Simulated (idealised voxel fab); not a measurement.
Herein follows the process module entitled voxel wiring stack.
In the cross-section labelled cut, the width is 300 nm and each square cell is 5 nm.
Heads up, the way a cross-section reads in here is a grid of square cells, handed over as bands from the top down, with every band being one or more rows of cells. It is stipulated that each band's entry specify, in nanometres, the height of the top of the band and then that of its bottom, followed by the materials of the band in left-to-right sequence, each together with its width in nanometres. A single material marked by the word "edge to edge" is understood to fill the band from edge to edge; the word "air" is understood to denote empty space. Height datum 0, below which the as-received substrate wafer is one material. Lowest band open at the bottom, running downward: "0 and below". Note: "30 to 40" means the width goes from the first number (top row of the band) to the second number (bottom row) in equal steps per row of cells. The designation "nothing altered", where it is given for a processing step, indicates that no cell of the cross-section was altered in the course of that step. Under "Enclosed empty spaces" you'll find the enclosed gaps, the ones with no way out to the top, that are 8 cells or bigger; each reads width x height at distance, with distance counted from the left edge, everything in nm. If you see something after the settings on a step's line, that's the simulator's own remark about that step. "overlay nm" denotes, for a step that has a mask, the displacement of the mask to the right of its planned place, with negative values corresponding to the left.

[Intended process steps]
1: RECEIVE [material Si]
2: CONFORMAL_DEP [material SiO2] [thk nm 15]
3: CONFORMAL_DEP [material SiN] [thk nm 5]
4: DIRECTIONAL_DEP [material lowk] [thk nm 25]
5: DIRECTIONAL_DEP [material aC] [thk nm 10]
6: PATTERN [tone open] [mask id METAL_1] [material resist] [width nm 30] [pitch nm 55] [thk nm 30] [overlay nm 0]
7: DIRECTIONAL_ETCH [etch materials aC] [depth nm 10]
8: STRIP [etch materials resist]
9: DIRECTIONAL_ETCH [etch materials lowk] [depth nm 25]
10: DIRECTIONAL_ETCH [etch materials SiN] [depth nm 5]
11: STRIP [etch materials aC]
12: CONFORMAL_DEP [material TiN] [thk nm 5]
13: FILL_DEP [material Cu] [thk nm 5]
14: CMP [height nm 45]
15: CONFORMAL_DEP [material SiCN] [thk nm 5]
16: DIRECTIONAL_DEP [material lowk] [thk nm 15]
17: MASKED_ETCH [tone open] [mask id PLUG_1] [width nm 15] [pitch nm 55] [etch materials lowk] [depth nm 15] [overlay nm 0]
18: MASKED_ETCH [tone open] [mask id PLUG_1] [width nm 15] [pitch nm 55] [etch materials SiCN] [depth nm 5] [overlay nm 0]
19: EPI [material Ru] [thk nm 10]
20: EPI [material Ru] [thk nm 10]
21: DIRECTIONAL_DEP [material TiN] [thk nm 5]
22: DIRECTIONAL_DEP [material Ru] [thk nm 15]
23: DIRECTIONAL_DEP [material aC] [thk nm 15]
24: PATTERN [tone cover] [mask id METAL_2] [material resist] [width nm 30] [pitch nm 55] [thk nm 35] [overlay nm 0]
25: DIRECTIONAL_ETCH [etch materials aC] [depth nm 15]
26: STRIP [etch materials resist]
27: DIRECTIONAL_ETCH [etch materials Ru] [depth nm 15]
28: DIRECTIONAL_ETCH [etch materials TiN] [depth nm 5]
29: STRIP [etch materials aC]
30: CONFORMAL_DEP [material SiCN] [thk nm 5]
31: FILL_DEP [material SiO2] [thk nm 5]
32: CMP [height nm 85]
33: CONFORMAL_DEP [material SiCN] [thk nm 5]
34: DIRECTIONAL_DEP [material SiO2] [thk nm 20]
35: PATTERN [tone open] [mask id PLUG_2] [material resist] [width nm 15] [pitch nm 55] [thk nm 15] [overlay nm 0]
36: DIRECTIONAL_ETCH [etch materials SiO2] [depth nm 20]
37: DIRECTIONAL_ETCH [etch materials SiCN] [depth nm 5]
38: STRIP [etch materials resist]
39: CONFORMAL_DEP [material TiN] [thk nm 5]
40: FILL_DEP [material Ru] [thk nm 10]
41: CMP [height nm 110]
42: CONFORMAL_DEP [material SiCN] [thk nm 5]
43: DIRECTIONAL_DEP [material lowk] [thk nm 20]
44: PATTERN [tone open] [mask id METAL_3] [material resist] [width nm 30] [pitch nm 55] [thk nm 15] [overlay nm 0]
45: DIRECTIONAL_ETCH [etch materials lowk] [depth nm 20]
46: DIRECTIONAL_ETCH [etch materials SiCN] [depth nm 5]
47: STRIP [etch materials resist]
48: CONFORMAL_DEP [material TiN] [thk nm 5]
49: FILL_DEP [material Ru] [thk nm 5]
50: CMP [height nm 135]
51: CONFORMAL_DEP [material SiCN] [thk nm 5]
52: DIRECTIONAL_DEP [material SiO2] [thk nm 20]
53: DIRECTIONAL_DEP [material aC] [thk nm 10]
54: PATTERN [tone open] [mask id PLUG_3] [material resist] [width nm 15] [pitch nm 55] [thk nm 25] [overlay nm -15]
55: DIRECTIONAL_ETCH [etch materials aC] [depth nm 10]
56: STRIP [etch materials resist]
57: DIRECTIONAL_ETCH [etch materials SiO2] [depth nm 20]
58: DIRECTIONAL_ETCH [etch materials SiCN] [depth nm 5]
59: STRIP [etch materials aC]
60: CONFORMAL_DEP [material TiN] [thk nm 5]
61: FILL_DEP [material W] [thk nm 5]
62: CMP [height nm 160]
63: CONFORMAL_DEP [material SiCN] [thk nm 5]
64: DIRECTIONAL_DEP [material SiO2] [thk nm 15]
65: MASKED_ETCH [tone open] [mask id METAL_4] [width nm 30] [pitch nm 55] [etch materials SiO2] [depth nm 15] [overlay nm 0]
66: MASKED_ETCH [tone open] [mask id METAL_4] [width nm 30] [pitch nm 55] [etch materials SiCN] [depth nm 5] [overlay nm 0]
67: CONFORMAL_DEP [material TiN] [thk nm 5]
68: FILL_DEP [material Ru] [thk nm 5]
69: CMP [height nm 180]
70: EPI [material Ru] [thk nm 5]
71: FILL_DEP [material SiCN] [thk nm 5]
For clarity, it should be stated that the wafers under discussion commence in an identical condition and differ with respect to the overlay nm of step 54, the plan indicating the value that the first wafer had.

[First of several wafers (as received, post step 1), cross-sectional view]
	0 and below  Si edge to edge
	Enclosed empty spaces: none

[Below: a row per wafer. Contents at end of module: for every material, cells gained since receipt (+) or lost since receipt (-); then closed voids]
overlay nm -15 | +60 Cu | +210 Ru | +393 SiCN | +42 SiN | +822 SiO2 | +210 TiN | +12 W | +531 lowk | Enclosed empty spaces: none
overlay nm -10 | +60 Cu | +210 Ru | +393 SiCN | +42 SiN | +822 SiO2 | +210 TiN | +12 W | +531 lowk | Enclosed empty spaces: none
overlay nm -5 | +60 Cu | +210 Ru | +393 SiCN | +42 SiN | +822 SiO2 | +210 TiN | +12 W | +531 lowk | Enclosed empty spaces: none
overlay nm 0 | +60 Cu | +210 Ru | +393 SiCN | +42 SiN | +822 SiO2 | +210 TiN | +12 W | +531 lowk | Enclosed empty spaces: none
overlay nm 5 | +60 Cu | +210 Ru | +393 SiCN | +42 SiN | +822 SiO2 | +210 TiN | +12 W | +531 lowk | Enclosed empty spaces: none
overlay nm 10 | +60 Cu | +210 Ru | +393 SiCN | +42 SiN | +822 SiO2 | +210 TiN | +12 W | +531 lowk | Enclosed empty spaces: none
overlay nm 15 | +60 Cu | +210 Ru | +393 SiCN | +42 SiN | +822 SiO2 | +210 TiN | +12 W | +531 lowk | Enclosed empty spaces: none
